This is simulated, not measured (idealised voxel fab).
process module | voxel tone inversion
cross-section cut | 295 nm wide | cells 5 nm
A cross-section is a grid of square cells, given in bands from the top down. A band is one or more rows of cells.
Each band's line starts with the height of the band's top and of its bottom, in nm. Then come its materials from left to right, each with its width in nm. One material with "throughout" fills the band from edge to edge. "air" is empty space.
Height 0 is the level under which the wafer as received is all one material. The lowest band goes on downwards, as in "0 down".
A width such as "30 to 40" changes by the same amount from each row of cells to the next, from the band's top row to its bottom row.
"no change" after a step means that no cell of the cross-section changed.
closed voids: empty space of 8 cells or more with no open way to the top, each as width x height at its distance from the left edge, in nm
after a step's settings: what the simulator itself notes on the step
overlay nm, on a step with a mask: how far to the right of its planned place the mask lay; to the left if negative
plan
1 op RECEIVE | material Si
2 op CONFORMAL_DEP | material SiN | thk nm 5
3 op DIRECTIONAL_DEP | material polySi | thk nm 20
4 op PATTERN | tone cover | mask id POSTS | material resist | width nm 25 | pitch nm 55 | thk nm 25 | overlay nm -15
5 op DIRECTIONAL_ETCH | etch materials polySi | depth nm 20
6 op STRIP | etch materials resist
7 op FILL_DEP | material lowk | thk nm 5
8 op CMP | height nm 25
9 op STRIP | etch materials polySi
10 op CONFORMAL_DEP | material TiN | thk nm 5
11 op FILL_DEP | material Cu | thk nm 10
12 op CMP | height nm 25
13 op CONFORMAL_DEP | material SiCN | thk nm 5
varied across the wafers: overlay nm of step 4. The plan shows the first wafer's value. All wafers start alike
first wafer as received, after step 1
  0 down: Si throughout
  closed voids: none
first wafer at the end, after step 13
  30 to 25: SiCN throughout
  25 to 10: lowk 65 | TiN 5 | Cu 15 | TiN 5 | lowk 30 | TiN 5 | Cu 15 | TiN 5 | lowk 30 | TiN 5 | Cu 15 | TiN 5 | lowk 95
  10 to 5: lowk 65 | TiN 25 | lowk 30 | TiN 25 | lowk 30 | TiN 25 | lowk 95
  5 to 0: SiN throughout
  0 down: Si throughout
  closed voids: none
last wafer at the end
  30 to 25: SiCN throughout
  25 to 10: lowk 95 | TiN 5 | Cu 15 | TiN 5 | lowk 30 | TiN 5 | Cu 15 | TiN 5 | lowk 30 | TiN 5 | Cu 15 | TiN 5 | lowk 65
  10 to 5: lowk 95 | TiN 25 | lowk 30 | TiN 25 | lowk 30 | TiN 25 | lowk 65
  5 to 0: SiN throughout
  0 down: Si throughout
  closed voids: none
each wafer at the end: cells of each material gained (+) or lost (-) since it was received, then its closed voids
overlay nm -15 | +27 Cu | +59 SiCN | +59 SiN | +33 TiN | +176 lowk | closed voids: none
overlay nm -10 | +27 Cu | +59 SiCN | +59 SiN | +33 TiN | +176 lowk | closed voids: none
overlay nm -5 | +27 Cu | +59 SiCN | +59 SiN | +33 TiN | +176 lowk | closed voids: none
overlay nm 0 | +27 Cu | +59 SiCN | +59 SiN | +33 TiN | +176 lowk | closed voids: none
overlay nm 5 | +27 Cu | +59 SiCN | +59 SiN | +33 TiN | +176 lowk | closed voids: none
overlay nm 10 | +27 Cu | +59 SiCN | +59 SiN | +33 TiN | +176 lowk | closed voids: none
overlay nm 15 | +27 Cu | +59 SiCN | +59 SiN | +33 TiN | +176 lowk | closed voids: none
